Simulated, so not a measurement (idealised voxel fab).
Documented hereafter: the process module known as voxel wiring stack.
Square cells of 5 nm make up the cross-section cut, whose width is 270 nm.
For the purposes of this document, a cross-section shall be understood as a grid of square cells, specified as bands listed in top-to-bottom order, each band consisting of one or more rows of cells. In this notation a band is specified by the heights of its top and bottom, in that order and in nm, after which its materials appear from left to right, each paired with its width in nm. The word "full width" attached to a single material means that material fills the band from edge to edge; the word "blank" stands for empty space. Below 0: as-received wafer, all one material; heights counted from there. Lowest band: no bottom, goes on down, written "0 down". A width such as "30->40" changes by the same amount from each row of cells to the next, from the band's top row to its bottom row. Step note "identical to before" = no cross-section cell changed. Listed in "Voids, enclosed": every empty space of 8 or more cells without an open way to the top. Form: width x height at distance, the distance being from the left edge, all in nm. Where a step's line continues beyond its settings, the continuation is a remark by the simulator itself on that step. overlay nm: mask offset rightward from planned place, masked step; negative means leftward offset.

[Here's what the planned process steps look like]
1: op RECEIVE | material Si
2: op CONFORMAL_DEP | material SiO2 | thk nm 10
3: op DIRECTIONAL_DEP | material TiN | thk nm 5
4: op DIRECTIONAL_DEP | material W | thk nm 20
5: op MASKED_ETCH | tone cover | mask id METAL_1 | width nm 25 | pitch nm 55 | etch materials W | depth nm 20 | overlay nm 0
6: op MASKED_ETCH | tone cover | mask id METAL_1 | width nm 25 | pitch nm 55 | etch materials TiN | depth nm 5 | overlay nm 0
7: op CONFORMAL_DEP | material SiCN | thk nm 5
8: op FILL_DEP | material SiO2 | thk nm 5
9: op CMP | height nm 35
10: op CONFORMAL_DEP | material SiCN | thk nm 5
11: op DIRECTIONAL_DEP | material lowk | thk nm 15
12: op DIRECTIONAL_DEP | material aC | thk nm 15
13: op PATTERN | tone open | mask id PLUG_1 | material resist | width nm 15 | pitch nm 55 | thk nm 30 | overlay nm 0
14: op DIRECTIONAL_ETCH | etch materials aC | depth nm 15
15: op STRIP | etch materials resist
16: op DIRECTIONAL_ETCH | etch materials lowk | depth nm 15
17: op DIRECTIONAL_ETCH | etch materials SiCN | depth nm 5
18: op STRIP | etch materials aC
19: op CONFORMAL_DEP | material TiN | thk nm 5
20: op FILL_DEP | material Cu | thk nm 10
21: op CMP | height nm 55
22: op DIRECTIONAL_DEP | material TiN | thk nm 5
23: op DIRECTIONAL_DEP | material Ru | thk nm 20
24: op DIRECTIONAL_DEP | material aC | thk nm 15
25: op PATTERN | tone cover | mask id METAL_2 | material resist | width nm 25 | pitch nm 55 | thk nm 35 | overlay nm 0
26: op DIRECTIONAL_ETCH | etch materials aC | depth nm 15
27: op STRIP | etch materials resist
28: op DIRECTIONAL_ETCH | etch materials Ru | depth nm 20
29: op DIRECTIONAL_ETCH | etch materials TiN | depth nm 5
30: op STRIP | etch materials aC
31: op FILL_DEP | material SiO2 | thk nm 5
32: op CMP | height nm 80
33: op CONFORMAL_DEP | material SiCN | thk nm 5
34: op DIRECTIONAL_DEP | material lowk | thk nm 30
35: op PATTERN | tone open | mask id METAL_3 | material resist | width nm 25 | pitch nm 55 | thk nm 20 | overlay nm 0
36: op DIRECTIONAL_ETCH | etch materials lowk | depth nm 15
37: op STRIP | etch materials resist
38: op DIRECTIONAL_DEP | material aC | thk nm 15
39: op PATTERN | tone open | mask id METAL_3_HOLES | material resist | width nm 15 | thk nm 35 | overlay nm 0
40: op DIRECTIONAL_ETCH | etch materials aC | depth nm 15
41: op STRIP | etch materials resist
42: op DIRECTIONAL_ETCH | etch materials lowk | depth nm 15
43: op DIRECTIONAL_ETCH | etch materials SiCN | depth nm 5
44: op STRIP | etch materials aC
45: op CONFORMAL_DEP | material TiN | thk nm 5
46: op FILL_DEP | material Cu | thk nm 10
47: op CMP | height nm 115
48: op CONFORMAL_DEP | material SiN | thk nm 5

[First of two wafers: run as planned]

[Cross-section: wafer on arrival = after step 1]
  0 down = Si full width
  Voids, enclosed: none

[Cross-section: wafer state after step 2]
  10 to 0 = SiO2 full width
  All layers under 0 are left as they were.

[Cross-section: wafer state after step 3]
  15 to 10 = TiN full width
  All layers under 10 are left as they were.

[Cross-section: wafer state after step 4]
  35 to 15 = W full width
  All layers under 15 are left as they were.

[Cross-section: wafer state after step 5]
  35 to 15 = 95 of blank  25 of W  30 of blank  25 of W  95 of blank
  All layers under 15 are left as they were.

[Cross-section: wafer state after step 6]
  35 to 15 = 95 of blank  25 of W  30 of blank  25 of W  95 of blank
  15 to 10 = 95 of blank  25 of TiN  30 of blank  25 of TiN  95 of blank
  All layers under 10 are left as they were.

[Cross-section: wafer state after step 7]
  40 to 35 = 90 of blank  35 of SiCN  20 of blank  35 of SiCN  90 of blank
  35 to 15 = 90 of blank  5 of SiCN  25 of W  5 of SiCN  20 of blank  5 of SiCN  25 of W  5 of SiCN  90 of blank
  15 to 10 = 95 of SiCN  25 of TiN  30 of SiCN  25 of TiN  95 of SiCN
  All layers under 10 are left as they were.

[Cross-section: wafer state after step 8]
  45 to 40 = SiO2 full width
  40 to 35 = 90 of SiO2  35 of SiCN  20 of SiO2  35 of SiCN  90 of SiO2
  35 to 15 = 90 of SiO2  5 of SiCN  25 of W  5 of SiCN  20 of SiO2  5 of SiCN  25 of W  5 of SiCN  90 of SiO2
  All layers under 15 are left as they were.

[Cross-section: wafer state after step 9]
  35 to 15 = 90 of SiO2  5 of SiCN  25 of W  5 of SiCN  20 of SiO2  5 of SiCN  25 of W  5 of SiCN  90 of SiO2
  All layers under 15 are left as they were.

[Cross-section: wafer state after step 10]
  40 to 35 = SiCN full width
  All layers under 35 are left as they were.

[Cross-section: wafer state after step 11]
  55 to 40 = lowk full width
  All layers under 40 are left as they were.

[Cross-section: wafer state after step 12]
  70 to 55 = aC full width
  All layers under 55 are left as they were.

[Cross-section: wafer state after step 13]
  100 to 70 = 95 of resist  15 of blank  40 of resist  15 of blank  105 of resist
  All layers under 70 are left as they were.

[Cross-section: wafer state after step 14]
  85 to 70 = 95 of resist  15 of blank  40 of resist  15 of blank  105 of resist
  70 to 55 = 95 of aC  15 of blank  40 of aC  15 of blank  105 of aC
  All layers under 55 are left as they were.

[Cross-section: wafer state after step 15]
  70 to 55 = 95 of aC  15 of blank  40 of aC  15 of blank  105 of aC
  All layers under 55 are left as they were.

[Cross-section: wafer state after step 16]
  70 to 55 = 95 of aC  15 of blank  40 of aC  15 of blank  105 of aC
  55 to 40 = 95 of lowk  15 of blank  40 of lowk  15 of blank  105 of lowk
  All layers under 40 are left as they were.

[Cross-section: wafer state after step 17]
  70 to 55 = 95 of aC  15 of blank  40 of aC  15 of blank  105 of aC
  55 to 40 = 95 of lowk  15 of blank  40 of lowk  15 of blank  105 of lowk
  40 to 35 = 95 of SiCN  15 of blank  40 of SiCN  15 of blank  105 of SiCN
  All layers under 35 are left as they were.

[Cross-section: wafer state after step 18]
  55 to 40 = 95 of lowk  15 of blank  40 of lowk  15 of blank  105 of lowk
  All layers under 40 are left as they were.

[Cross-section: wafer state after step 19]
  60 to 55 = 100 of TiN  5 of blank  50 of TiN  5 of blank  110 of TiN
  55 to 40 = 95 of lowk  5 of TiN  5 of blank  5 of TiN  40 of lowk  5 of TiN  5 of blank  5 of TiN  105 of lowk
  40 to 35 = 95 of SiCN  15 of TiN  40 of SiCN  15 of TiN  105 of SiCN
  All layers under 35 are left as they were.

[Cross-section: wafer state after step 20]
  70 to 60 = Cu full width
  60 to 55 = 100 of TiN  5 of Cu  50 of TiN  5 of Cu  110 of TiN
  55 to 40 = 95 of lowk  5 of TiN  5 of Cu  5 of TiN  40 of lowk  5 of TiN  5 of Cu  5 of TiN  105 of lowk
  All layers under 40 are left as they were.

[Cross-section: wafer state after step 21]
  55 to 40 = 95 of lowk  5 of TiN  5 of Cu  5 of TiN  40 of lowk  5 of TiN  5 of Cu  5 of TiN  105 of lowk
  All layers under 40 are left as they were.

[Cross-section: wafer state after step 22]
  60 to 55 = TiN full width
  All layers under 55 are left as they were.

[Cross-section: wafer state after step 23]
  80 to 60 = Ru full width
  All layers under 60 are left as they were.

[Cross-section: wafer state after step 24]
  95 to 80 = aC full width
  All layers under 80 are left as they were.

[Cross-section: wafer state after step 25]
  130 to 95 = 95 of blank  25 of resist  30 of blank  25 of resist  95 of blank
  All layers under 95 are left as they were.

[Cross-section: wafer state after step 26]
  115 to 95 = 95 of blank  25 of resist  30 of blank  25 of resist  95 of blank
  95 to 80 = 95 of blank  25 of aC  30 of blank  25 of aC  95 of blank
  All layers under 80 are left as they were.

[Cross-section: wafer state after step 27]
  95 to 80 = 95 of blank  25 of aC  30 of blank  25 of aC  95 of blank
  All layers under 80 are left as they were.

[Cross-section: wafer state after step 28]
  95 to 80 = 95 of blank  25 of aC  30 of blank  25 of aC  95 of blank
  80 to 60 = 95 of blank  25 of Ru  30 of blank  25 of Ru  95 of blank
  All layers under 60 are left as they were.

[Cross-section: wafer state after step 29]
  95 to 80 = 95 of blank  25 of aC  30 of blank  25 of aC  95 of blank
  80 to 60 = 95 of blank  25 of Ru  30 of blank  25 of Ru  95 of blank
  60 to 55 = 95 of blank  25 of TiN  30 of blank  25 of TiN  95 of blank
  All layers under 55 are left as they were.

[Cross-section: wafer state after step 30]
  80 to 60 = 95 of blank  25 of Ru  30 of blank  25 of Ru  95 of blank
  All layers under 60 are left as they were.

[Cross-section: wafer state after step 31]
  85 to 80 = SiO2 full width
  80 to 60 = 95 of SiO2  25 of Ru  30 of SiO2  25 of Ru  95 of SiO2
  60 to 55 = 95 of SiO2  25 of TiN  30 of SiO2  25 of TiN  95 of SiO2
  All layers under 55 are left as they were.

[Cross-section: wafer state after step 32]
  80 to 60 = 95 of SiO2  25 of Ru  30 of SiO2  25 of Ru  95 of SiO2
  All layers under 60 are left as they were.

[Cross-section: wafer state after step 33]
  85 to 80 = SiCN full width
  All layers under 80 are left as they were.

[Cross-section: wafer state after step 34]
  115 to 85 = lowk full width
  All layers under 85 are left as they were.

[Cross-section: wafer state after step 35]
  135 to 115 = 95 of resist  25 of blank  30 of resist  25 of blank  95 of resist
  All layers under 115 are left as they were.

[Cross-section: wafer state after step 36]
  135 to 115 = 95 of resist  25 of blank  30 of resist  25 of blank  95 of resist
  115 to 100 = 95 of lowk  25 of blank  30 of lowk  25 of blank  95 of lowk
  All layers under 100 are left as they were.

[Cross-section: wafer state after step 37]
  115 to 100 = 95 of lowk  25 of blank  30 of lowk  25 of blank  95 of lowk
  All layers under 100 are left as they were.

[Cross-section: wafer state after step 38]
  130 to 115 = 95 of aC  25 of blank  30 of aC  25 of blank  95 of aC
  115 to 100 = 95 of lowk  25 of aC  30 of lowk  25 of aC  95 of lowk
  All layers under 100 are left as they were.

[Cross-section: wafer state after step 39]
  165 to 130 = 95 of resist  15 of blank  160 of resist
  130 to 115 = 95 of aC  15 of blank  10 of resist  30 of aC  25 of resist  95 of aC
  All layers under 115 are left as they were.

[Cross-section: wafer state after step 40]
  150 to 130 = 95 of resist  15 of blank  160 of resist
  130 to 115 = 95 of aC  15 of blank  10 of resist  30 of aC  25 of resist  95 of aC
  115 to 100 = 95 of lowk  15 of blank  10 of aC  30 of lowk  25 of aC  95 of lowk
  All layers under 100 are left as they were.

[Cross-section: wafer state after step 41]
  130 to 115 = 95 of aC  25 of blank  30 of aC  25 of blank  95 of aC
  All layers under 115 are left as they were.

[Cross-section: wafer state after step 42]
  130 to 115 = 95 of aC  25 of blank  30 of aC  25 of blank  95 of aC
  115 to 100 = 95 of lowk  15 of blank  10 of aC  30 of lowk  25 of aC  95 of lowk
  100 to 85 = 95 of lowk  15 of blank  160 of lowk
  All layers under 85 are left as they were.

[Cross-section: wafer state after step 43]
  130 to 115 = 95 of aC  25 of blank  30 of aC  25 of blank  95 of aC
  115 to 100 = 95 of lowk  15 of blank  10 of aC  30 of lowk  25 of aC  95 of lowk
  100 to 85 = 95 of lowk  15 of blank  160 of lowk
  85 to 80 = 95 of SiCN  15 of blank  160 of SiCN
  All layers under 80 are left as they were.

[Cross-section: wafer state after step 44]
  115 to 100 = 95 of lowk  25 of blank  30 of lowk  25 of blank  95 of lowk
  All layers under 100 are left as they were.

[Cross-section: wafer state after step 45]
  120 to 115 = 100 of TiN  15 of blank  40 of TiN  15 of blank  100 of TiN
  115 to 105 = 95 of lowk  5 of TiN  15 of blank  5 of TiN  30 of lowk  5 of TiN  15 of blank  5 of TiN  95 of lowk
  105 to 100 = 95 of lowk  5 of TiN  5 of blank  15 of TiN  30 of lowk  25 of TiN  95 of lowk
  100 to 85 = 95 of lowk  5 of TiN  5 of blank  5 of TiN  160 of lowk
  85 to 80 = 95 of SiCN  15 of TiN  160 of SiCN
  All layers under 80 are left as they were.

[Cross-section: wafer state after step 46]
  130 to 120 = Cu full width
  120 to 115 = 100 of TiN  15 of Cu  40 of TiN  15 of Cu  100 of TiN
  115 to 105 = 95 of lowk  5 of TiN  15 of Cu  5 of TiN  30 of lowk  5 of TiN  15 of Cu  5 of TiN  95 of lowk
  105 to 100 = 95 of lowk  5 of TiN  5 of Cu  15 of TiN  30 of lowk  25 of TiN  95 of lowk
  100 to 85 = 95 of lowk  5 of TiN  5 of Cu  5 of TiN  160 of lowk
  All layers under 85 are left as they were.

[Cross-section: wafer state after step 47]
  115 to 105 = 95 of lowk  5 of TiN  15 of Cu  5 of TiN  30 of lowk  5 of TiN  15 of Cu  5 of TiN  95 of lowk
  All layers under 105 are left as they were.

[Cross-section: wafer state after step 48]
  120 to 115 = SiN full width
  All layers under 115 are left as they were.

[Now the other wafer: same start, same recipe, but we messed up one thing when running it. Up to and including step 1 it's the same as the first one]

Cross-section of the second wafer corresponding to the planned conclusion of step 2: identical to before

[Cross-section of the second wafer corresponding to the planned conclusion of step 3]
  5 to 0 = TiN full width
  All layers under 0 are left as they were.

[Cross-section of the second wafer corresponding to the planned conclusion of step 4]
  25 to 5 = W full width
  All layers under 5 are left as they were.

[Cross-section of the second wafer corresponding to the planned conclusion of step 5]
  25 to 5 = 95 of blank  25 of W  30 of blank  25 of W  95 of blank
  All layers under 5 are left as they were.

[Cross-section of the second wafer corresponding to the planned conclusion of step 6]
  25 to 5 = 95 of blank  25 of W  30 of blank  25 of W  95 of blank
  5 to 0 = 95 of blank  25 of TiN  30 of blank  25 of TiN  95 of blank
  All layers under 0 are left as they were.

[Cross-section of the second wafer corresponding to the planned conclusion of step 7]
  30 to 25 = 90 of blank  35 of SiCN  20 of blank  35 of SiCN  90 of blank
  25 to 5 = 90 of blank  5 of SiCN  25 of W  5 of SiCN  20 of blank  5 of SiCN  25 of W  5 of SiCN  90 of blank
  5 to 0 = 95 of SiCN  25 of TiN  30 of SiCN  25 of TiN  95 of SiCN
  All layers under 0 are left as they were.

[Cross-section of the second wafer corresponding to the planned conclusion of step 8]
  35 to 30 = SiO2 full width
  30 to 25 = 90 of SiO2  35 of SiCN  20 of SiO2  35 of SiCN  90 of SiO2
  25 to 5 = 90 of SiO2  5 of SiCN  25 of W  5 of SiCN  20 of SiO2  5 of SiCN  25 of W  5 of SiCN  90 of SiO2
  All layers under 5 are left as they were.

Cross-section of the second wafer corresponding to the planned conclusion of step 9: identical to before

[Cross-section of the second wafer corresponding to the planned conclusion of step 10]
  40 to 35 = SiCN full width
  All layers under 35 are left as they were.

[Cross-section of the second wafer corresponding to the planned conclusion of step 11]
  55 to 40 = lowk full width
  All layers under 40 are left as they were.

[Cross-section of the second wafer corresponding to the planned conclusion of step 12]
  70 to 55 = aC full width
  All layers under 55 are left as they were.

[Cross-section of the second wafer corresponding to the planned conclusion of step 13]
  100 to 70 = 95 of resist  15 of blank  40 of resist  15 of blank  105 of resist
  All layers under 70 are left as they were.

[Cross-section of the second wafer corresponding to the planned conclusion of step 14]
  85 to 70 = 95 of resist  15 of blank  40 of resist  15 of blank  105 of resist
  70 to 55 = 95 of aC  15 of blank  40 of aC  15 of blank  105 of aC
  All layers under 55 are left as they were.

[Cross-section of the second wafer corresponding to the planned conclusion of step 15]
  70 to 55 = 95 of aC  15 of blank  40 of aC  15 of blank  105 of aC
  All layers under 55 are left as they were.

[Cross-section of the second wafer corresponding to the planned conclusion of step 16]
  70 to 55 = 95 of aC  15 of blank  40 of aC  15 of blank  105 of aC
  55 to 40 = 95 of lowk  15 of blank  40 of lowk  15 of blank  105 of lowk
  All layers under 40 are left as they were.

[Cross-section of the second wafer corresponding to the planned conclusion of step 17]
  70 to 55 = 95 of aC  15 of blank  40 of aC  15 of blank  105 of aC
  55 to 40 = 95 of lowk  15 of blank  40 of lowk  15 of blank  105 of lowk
  40 to 35 = 95 of SiCN  15 of blank  40 of SiCN  15 of blank  105 of SiCN
  All layers under 35 are left as they were.

[Cross-section of the second wafer corresponding to the planned conclusion of step 18]
  55 to 40 = 95 of lowk  15 of blank  40 of lowk  15 of blank  105 of lowk
  All layers under 40 are left as they were.

[Cross-section of the second wafer corresponding to the planned conclusion of step 19]
  60 to 55 = 100 of TiN  5 of blank  50 of TiN  5 of blank  110 of TiN
  55 to 40 = 95 of lowk  5 of TiN  5 of blank  5 of TiN  40 of lowk  5 of TiN  5 of blank  5 of TiN  105 of lowk
  40 to 35 = 95 of SiCN  15 of TiN  40 of SiCN  15 of TiN  105 of SiCN
  All layers under 35 are left as they were.

[Cross-section of the second wafer corresponding to the planned conclusion of step 20]
  70 to 60 = Cu full width
  60 to 55 = 100 of TiN  5 of Cu  50 of TiN  5 of Cu  110 of TiN
  55 to 40 = 95 of lowk  5 of TiN  5 of Cu  5 of TiN  40 of lowk  5 of TiN  5 of Cu  5 of TiN  105 of lowk
  All layers under 40 are left as they were.

[Cross-section of the second wafer corresponding to the planned conclusion of step 21]
  55 to 40 = 95 of lowk  5 of TiN  5 of Cu  5 of TiN  40 of lowk  5 of TiN  5 of Cu  5 of TiN  105 of lowk
  All layers under 40 are left as they were.

[Cross-section of the second wafer corresponding to the planned conclusion of step 22]
  60 to 55 = TiN full width
  All layers under 55 are left as they were.

[Cross-section of the second wafer corresponding to the planned conclusion of step 23]
  80 to 60 = Ru full width
  All layers under 60 are left as they were.

[Cross-section of the second wafer corresponding to the planned conclusion of step 24]
  95 to 80 = aC full width
  All layers under 80 are left as they were.

[Cross-section of the second wafer corresponding to the planned conclusion of step 25]
  130 to 95 = 95 of blank  25 of resist  30 of blank  25 of resist  95 of blank
  All layers under 95 are left as they were.

[Cross-section of the second wafer corresponding to the planned conclusion of step 26]
  115 to 95 = 95 of blank  25 of resist  30 of blank  25 of resist  95 of blank
  95 to 80 = 95 of blank  25 of aC  30 of blank  25 of aC  95 of blank
  All layers under 80 are left as they were.

[Cross-section of the second wafer corresponding to the planned conclusion of step 27]
  95 to 80 = 95 of blank  25 of aC  30 of blank  25 of aC  95 of blank
  All layers under 80 are left as they were.

[Cross-section of the second wafer corresponding to the planned conclusion of step 28]
  95 to 80 = 95 of blank  25 of aC  30 of blank  25 of aC  95 of blank
  80 to 60 = 95 of blank  25 of Ru  30 of blank  25 of Ru  95 of blank
  All layers under 60 are left as they were.

[Cross-section of the second wafer corresponding to the planned conclusion of step 29]
  95 to 80 = 95 of blank  25 of aC  30 of blank  25 of aC  95 of blank
  80 to 60 = 95 of blank  25 of Ru  30 of blank  25 of Ru  95 of blank
  60 to 55 = 95 of blank  25 of TiN  30 of blank  25 of TiN  95 of blank
  All layers under 55 are left as they were.

[Cross-section of the second wafer corresponding to the planned conclusion of step 30]
  80 to 60 = 95 of blank  25 of Ru  30 of blank  25 of Ru  95 of blank
  All layers under 60 are left as they were.

[Cross-section of the second wafer corresponding to the planned conclusion of step 31]
  85 to 80 = SiO2 full width
  80 to 60 = 95 of SiO2  25 of Ru  30 of SiO2  25 of Ru  95 of SiO2
  60 to 55 = 95 of SiO2  25 of TiN  30 of SiO2  25 of TiN  95 of SiO2
  All layers under 55 are left as they were.

[Cross-section of the second wafer corresponding to the planned conclusion of step 32]
  80 to 60 = 95 of SiO2  25 of Ru  30 of SiO2  25 of Ru  95 of SiO2
  All layers under 60 are left as they were.

[Cross-section of the second wafer corresponding to the planned conclusion of step 33]
  85 to 80 = SiCN full width
  All layers under 80 are left as they were.

[Cross-section of the second wafer corresponding to the planned conclusion of step 34]
  115 to 85 = lowk full width
  All layers under 85 are left as they were.

[Cross-section of the second wafer corresponding to the planned conclusion of step 35]
  135 to 115 = 95 of resist  25 of blank  30 of resist  25 of blank  95 of resist
  All layers under 115 are left as they were.

[Cross-section of the second wafer corresponding to the planned conclusion of step 36]
  135 to 115 = 95 of resist  25 of blank  30 of resist  25 of blank  95 of resist
  115 to 100 = 95 of lowk  25 of blank  30 of lowk  25 of blank  95 of lowk
  All layers under 100 are left as they were.

[Cross-section of the second wafer corresponding to the planned conclusion of step 37]
  115 to 100 = 95 of lowk  25 of blank  30 of lowk  25 of blank  95 of lowk
  All layers under 100 are left as they were.

[Cross-section of the second wafer corresponding to the planned conclusion of step 38]
  130 to 115 = 95 of aC  25 of blank  30 of aC  25 of blank  95 of aC
  115 to 100 = 95 of lowk  25 of aC  30 of lowk  25 of aC  95 of lowk
  All layers under 100 are left as they were.

[Cross-section of the second wafer corresponding to the planned conclusion of step 39]
  165 to 130 = 95 of resist  15 of blank  160 of resist
  130 to 115 = 95 of aC  15 of blank  10 of resist  30 of aC  25 of resist  95 of aC
  All layers under 115 are left as they were.

[Cross-section of the second wafer corresponding to the planned conclusion of step 40]
  150 to 130 = 95 of resist  15 of blank  160 of resist
  130 to 115 = 95 of aC  15 of blank  10 of resist  30 of aC  25 of resist  95 of aC
  115 to 100 = 95 of lowk  15 of blank  10 of aC  30 of lowk  25 of aC  95 of lowk
  All layers under 100 are left as they were.

[Cross-section of the second wafer corresponding to the planned conclusion of step 41]
  130 to 115 = 95 of aC  25 of blank  30 of aC  25 of blank  95 of aC
  All layers under 115 are left as they were.

[Cross-section of the second wafer corresponding to the planned conclusion of step 42]
  130 to 115 = 95 of aC  25 of blank  30 of aC  25 of blank  95 of aC
  115 to 100 = 95 of lowk  15 of blank  10 of aC  30 of lowk  25 of aC  95 of lowk
  100 to 85 = 95 of lowk  15 of blank  160 of lowk
  All layers under 85 are left as they were.

[Cross-section of the second wafer corresponding to the planned conclusion of step 43]
  130 to 115 = 95 of aC  25 of blank  30 of aC  25 of blank  95 of aC
  115 to 100 = 95 of lowk  15 of blank  10 of aC  30 of lowk  25 of aC  95 of lowk
  100 to 85 = 95 of lowk  15 of blank  160 of lowk
  85 to 80 = 95 of SiCN  15 of blank  160 of SiCN
  All layers under 80 are left as they were.

[Cross-section of the second wafer corresponding to the planned conclusion of step 44]
  115 to 100 = 95 of lowk  25 of blank  30 of lowk  25 of blank  95 of lowk
  All layers under 100 are left as they were.

[Cross-section of the second wafer corresponding to the planned conclusion of step 45]
  120 to 115 = 100 of TiN  15 of blank  40 of TiN  15 of blank  100 of TiN
  115 to 105 = 95 of lowk  5 of TiN  15 of blank  5 of TiN  30 of lowk  5 of TiN  15 of blank  5 of TiN  95 of lowk
  105 to 100 = 95 of lowk  5 of TiN  5 of blank  15 of TiN  30 of lowk  25 of TiN  95 of lowk
  100 to 85 = 95 of lowk  5 of TiN  5 of blank  5 of TiN  160 of lowk
  85 to 80 = 95 of SiCN  15 of TiN  160 of SiCN
  All layers under 80 are left as they were.

[Cross-section of the second wafer corresponding to the planned conclusion of step 46]
  130 to 120 = Cu full width
  120 to 115 = 100 of TiN  15 of Cu  40 of TiN  15 of Cu  100 of TiN
  115 to 105 = 95 of lowk  5 of TiN  15 of Cu  5 of TiN  30 of lowk  5 of TiN  15 of Cu  5 of TiN  95 of lowk
  105 to 100 = 95 of lowk  5 of TiN  5 of Cu  15 of TiN  30 of lowk  25 of TiN  95 of lowk
  100 to 85 = 95 of lowk  5 of TiN  5 of Cu  5 of TiN  160 of lowk
  All layers under 85 are left as they were.

[Cross-section of the second wafer corresponding to the planned conclusion of step 47]
  115 to 105 = 95 of lowk  5 of TiN  15 of Cu  5 of TiN  30 of lowk  5 of TiN  15 of Cu  5 of TiN  95 of lowk
  All layers under 105 are left as they were.

[Cross-section of the second wafer corresponding to the planned conclusion of step 48]
  120 to 115 = SiN full width
  All layers under 115 are left as they were.
Deviation noted in wafer processing: plan step 2 never ran because it was skipped
Final tally in cells, some materials are higher or lower on the second wafer than on the first: SiCN: 14 more, SiO2: 14 fewer
